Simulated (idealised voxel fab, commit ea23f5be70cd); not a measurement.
Process module name: voxel double patterning
Displayed cross-section: cut, width of 210 nm, square cells sized 5 nm.
Heads up, the way a cross-section reads in here is a grid of square cells, handed over as bands from the top down, with every band being one or more rows of cells. Band: top and bottom heights (nm) first, top before bottom; then materials from left to right, widths in nm. "throughout" marks a sole material filling the band edge to edge. "blank" denotes empty space. It should be noted that heights are counted from 0, beneath which the wafer as supplied is of one material throughout, and that the lowest band possesses no lower boundary but continues downward, as written in "0..down". Quick explanation for "30..40": the width changes in equal steps down the rows of cells, from the first number in the band's top row to the second number in its bottom row. "nothing altered" means the step left every cell of the cross-section as it was. Listed in "Completely sealed voids": every empty space of 8 or more cells without an open way to the top. Form: width x height at distance, the distance being from the left edge, all in nm. Heads up: the bit after the settings on a step's line is the simulator's remark on that step. overlay nm: right-of-plan distance of the mask on a masked step; negative values mean left-of-plan.

**Planned step list for the process**
1: RECEIVE,material Si
2: CONFORMAL_DEP,material SiO2,thk nm 5
3: DIRECTIONAL_DEP,material W,thk nm 20
4: DIRECTIONAL_DEP,material SiN,thk nm 10
5: DIRECTIONAL_DEP,material aC,thk nm 10
6: PATTERN,tone open,mask id FIRST,material resist,width nm 15,pitch nm 50,thk nm 30,overlay nm 0
7: DIRECTIONAL_ETCH,etch materials aC,depth nm 10
8: STRIP,etch materials resist
9: DIRECTIONAL_ETCH,etch materials SiN,depth nm 10
10: STRIP,etch materials aC
11: DIRECTIONAL_DEP,material aC,thk nm 15
12: PATTERN,tone open,mask id SECOND,material resist,width nm 15,thk nm 35,overlay nm 0
13: DIRECTIONAL_ETCH,etch materials aC,depth nm 15
14: STRIP,etch materials resist
15: DIRECTIONAL_ETCH,etch materials SiN,depth nm 10
16: STRIP,etch materials aC
17: DIRECTIONAL_ETCH,etch materials W,depth nm 20
18: STRIP,etch materials SiN

**Of two wafers, the first: run according to plan**

**Cross-section, incoming material, after step 1**
- 0..down  Si throughout
- Completely sealed voids: none

**Step 2 done - wafer cross-section**
- 5..0  SiO2 throughout
- Unchanged below 0.

**Step 3 done - wafer cross-section**
- 25..5  W throughout
- Unchanged below 5.

**Step 4 done - wafer cross-section**
- 35..25  SiN throughout
- Unchanged below 25.

**Step 5 done - wafer cross-section**
- 45..35  aC throughout
- Unchanged below 35.

**Step 6 done - wafer cross-section**
- 75..45  resist (70)  blank (15)  resist (35)  blank (15)  resist (75)
- Unchanged below 45.

**Step 7 done - wafer cross-section**
- 65..45  resist (70)  blank (15)  resist (35)  blank (15)  resist (75)
- 45..35  aC (70)  blank (15)  aC (35)  blank (15)  aC (75)
- Unchanged below 35.

**Step 8 done - wafer cross-section**
- 45..35  aC (70)  blank (15)  aC (35)  blank (15)  aC (75)
- Unchanged below 35.

**Step 9 done - wafer cross-section**
- 45..35  aC (70)  blank (15)  aC (35)  blank (15)  aC (75)
- 35..25  SiN (70)  blank (15)  SiN (35)  blank (15)  SiN (75)
- Unchanged below 25.

**Step 10 done - wafer cross-section**
- 35..25  SiN (70)  blank (15)  SiN (35)  blank (15)  SiN (75)
- Unchanged below 25.

**Step 11 done - wafer cross-section**
- 50..40  aC (70)  blank (15)  aC (35)  blank (15)  aC (75)
- 40..35  aC throughout
- 35..25  SiN (70)  aC (15)  SiN (35)  aC (15)  SiN (75)
- Unchanged below 25.

**Step 12 done - wafer cross-section**
- 85..50  resist (95)  blank (15)  resist (100)
- 50..40  aC (70)  resist (15)  aC (35)  resist (15)  aC (75)
- Unchanged below 40.

**Step 13 done - wafer cross-section**
- 70..50  resist (95)  blank (15)  resist (100)
- 50..40  aC (70)  resist (15)  aC (10)  blank (15)  aC (10)  resist (15)  aC (75)
- 40..35  aC (95)  blank (15)  aC (100)
- Unchanged below 35.

**Step 14 done - wafer cross-section**
- 50..40  aC (70)  blank (15)  aC (10)  blank (15)  aC (10)  blank (15)  aC (75)
- Unchanged below 40.

**Step 15 done - wafer cross-section**
- 50..40  aC (70)  blank (15)  aC (10)  blank (15)  aC (10)  blank (15)  aC (75)
- 40..35  aC (95)  blank (15)  aC (100)
- 35..25  SiN (70)  aC (15)  SiN (10)  blank (15)  SiN (10)  aC (15)  SiN (75)
- Unchanged below 25.

**Step 16 done - wafer cross-section**
- 35..25  SiN (70)  blank (15)  SiN (10)  blank (15)  SiN (10)  blank (15)  SiN (75)
- Unchanged below 25.

**Step 17 done - wafer cross-section**
- 35..25  SiN (70)  blank (15)  SiN (10)  blank (15)  SiN (10)  blank (15)  SiN (75)
- 25..5  W (70)  blank (15)  W (10)  blank (15)  W (10)  blank (15)  W (75)
- Unchanged below 5.

**Step 18 done - wafer cross-section**
- 25..5  W (70)  blank (15)  W (10)  blank (15)  W (10)  blank (15)  W (75)
- Unchanged below 5.

**Now the other wafer: same start, same recipe, but we messed up one thing when running it. Up to and including step 2 it's the same as the first one**

**At the planned end of step 3, the second wafer in cross-section**
- 45..5  W throughout
- Unchanged below 5.

**At the planned end of step 4, the second wafer in cross-section**
- 55..45  SiN throughout
- Unchanged below 45.

**At the planned end of step 5, the second wafer in cross-section**
- 65..55  aC throughout
- Unchanged below 55.

**At the planned end of step 6, the second wafer in cross-section**
- 95..65  resist (70)  blank (15)  resist (35)  blank (15)  resist (75)
- Unchanged below 65.

**At the planned end of step 7, the second wafer in cross-section**
- 85..65  resist (70)  blank (15)  resist (35)  blank (15)  resist (75)
- 65..55  aC (70)  blank (15)  aC (35)  blank (15)  aC (75)
- Unchanged below 55.

**At the planned end of step 8, the second wafer in cross-section**
- 65..55  aC (70)  blank (15)  aC (35)  blank (15)  aC (75)
- Unchanged below 55.

**At the planned end of step 9, the second wafer in cross-section**
- 65..55  aC (70)  blank (15)  aC (35)  blank (15)  aC (75)
- 55..45  SiN (70)  blank (15)  SiN (35)  blank (15)  SiN (75)
- Unchanged below 45.

**At the planned end of step 10, the second wafer in cross-section**
- 55..45  SiN (70)  blank (15)  SiN (35)  blank (15)  SiN (75)
- Unchanged below 45.

**At the planned end of step 11, the second wafer in cross-section**
- 70..60  aC (70)  blank (15)  aC (35)  blank (15)  aC (75)
- 60..55  aC throughout
- 55..45  SiN (70)  aC (15)  SiN (35)  aC (15)  SiN (75)
- Unchanged below 45.

**At the planned end of step 12, the second wafer in cross-section**
- 105..70  resist (95)  blank (15)  resist (100)
- 70..60  aC (70)  resist (15)  aC (35)  resist (15)  aC (75)
- Unchanged below 60.

**At the planned end of step 13, the second wafer in cross-section**
- 90..70  resist (95)  blank (15)  resist (100)
- 70..60  aC (70)  resist (15)  aC (10)  blank (15)  aC (10)  resist (15)  aC (75)
- 60..55  aC (95)  blank (15)  aC (100)
- Unchanged below 55.

**At the planned end of step 14, the second wafer in cross-section**
- 70..60  aC (70)  blank (15)  aC (10)  blank (15)  aC (10)  blank (15)  aC (75)
- Unchanged below 60.

**At the planned end of step 15, the second wafer in cross-section**
- 70..60  aC (70)  blank (15)  aC (10)  blank (15)  aC (10)  blank (15)  aC (75)
- 60..55  aC (95)  blank (15)  aC (100)
- 55..45  SiN (70)  aC (15)  SiN (10)  blank (15)  SiN (10)  aC (15)  SiN (75)
- Unchanged below 45.

**At the planned end of step 16, the second wafer in cross-section**
- 55..45  SiN (70)  blank (15)  SiN (10)  blank (15)  SiN (10)  blank (15)  SiN (75)
- Unchanged below 45.

**At the planned end of step 17, the second wafer in cross-section**
- 55..45  SiN (70)  blank (15)  SiN (10)  blank (15)  SiN (10)  blank (15)  SiN (75)
- 45..25  W (70)  blank (15)  W (10)  blank (15)  W (10)  blank (15)  W (75)
- Unchanged below 25.

**At the planned end of step 18, the second wafer in cross-section**
- 45..25  W (70)  blank (15)  W (10)  blank (15)  W (10)  blank (15)  W (75)
- Unchanged below 25.
Plan not followed: in the plan, step 3 was performed twice
In the final state, the cell counts of the second wafer exceed or fall short of those of the first for the following materials: W +168
